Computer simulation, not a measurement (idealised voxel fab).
Title: Process Module voxel released beams
FYI the section here is cut, 250 nm wide, cells are 5 nm squares.
Think of the cross-section as a grid of square cells. We describe it in bands, top to bottom, and each band covers one or more rows of those cells.
In this notation a band is specified by the heights of its top and bottom, in that order and in nm, after which its materials appear from left to right, each paired with its width in nm. The word "all across" attached to a single material means that material fills the band from edge to edge; the word "blank" stands for empty space.
Ref level 0: as-received wafer is one material below here. Bottom band extends down with no lower bound ("0 down").
It should be noted that a width expressed as "30 to 40" varies in equal increments from row to row of cells within the band, taking the value of the first number at the top row and that of the second number at the bottom row.
Any step labelled "no change occurred" changed none of the cells in the cross-section.
"Enclosed internal voids" specifies each empty space that is not open to the top and that occupies no fewer than 8 cells, using the form width x height at distance, the distance measured from the left edge and all three quantities in nm.
Anything after a step's settings on that line? It's the simulator's own note about the step.
overlay nm: mask offset rightward from planned place, masked step; negative means leftward offset.

Process steps foreseen in the plan:
step 1: RECEIVE [material Si]
step 2: CONFORMAL_DEP [material SiN] [thk nm 10]
step 3: DIRECTIONAL_DEP [material SiO2] [thk nm 15]
step 4: MASKED_ETCH [tone open] [mask id ANCHOR] [width nm 35] [etch materials SiO2] [depth nm 15] [overlay nm 0]
step 5: CONFORMAL_DEP [material W] [thk nm 15]
step 6: PATTERN [tone cover] [mask id BEAM] [material resist] [width nm 110] [thk nm 15] [overlay nm 0]
step 7: DIRECTIONAL_ETCH [etch materials W] [depth nm 15]
step 8: STRIP [etch materials resist]
step 9: STRIP [etch materials SiO2]

As-received wafer cross-section (after step 1):
  0 down = Si all across
  Enclosed internal voids: none

Wafer cross-section at module end: first of two, run to plan:
  40 to 25 = 65 of blank; 20 of W; 5 of blank; 85 of W; 75 of blank
  25 to 10 = 70 of blank; 35 of W; 145 of blank
  10 to 0 = SiN all across
  0 down = Si all across
  Enclosed internal voids: none

Here is the second of the two wafers cut open at the end of the module - same start, same plan as the first one, but we made one mistake running it:
  30 to 15 = 65 of blank; 20 of W; 5 of blank; 85 of W; 75 of blank
  15 to 0 = 70 of blank; 35 of W; 145 of blank
  0 down = Si all across
  Enclosed internal voids: none
Processing error: plan step 2 never ran because it was skipped
At the finish, the second wafer shows more or fewer cells for some materials than the first does: SiN -100
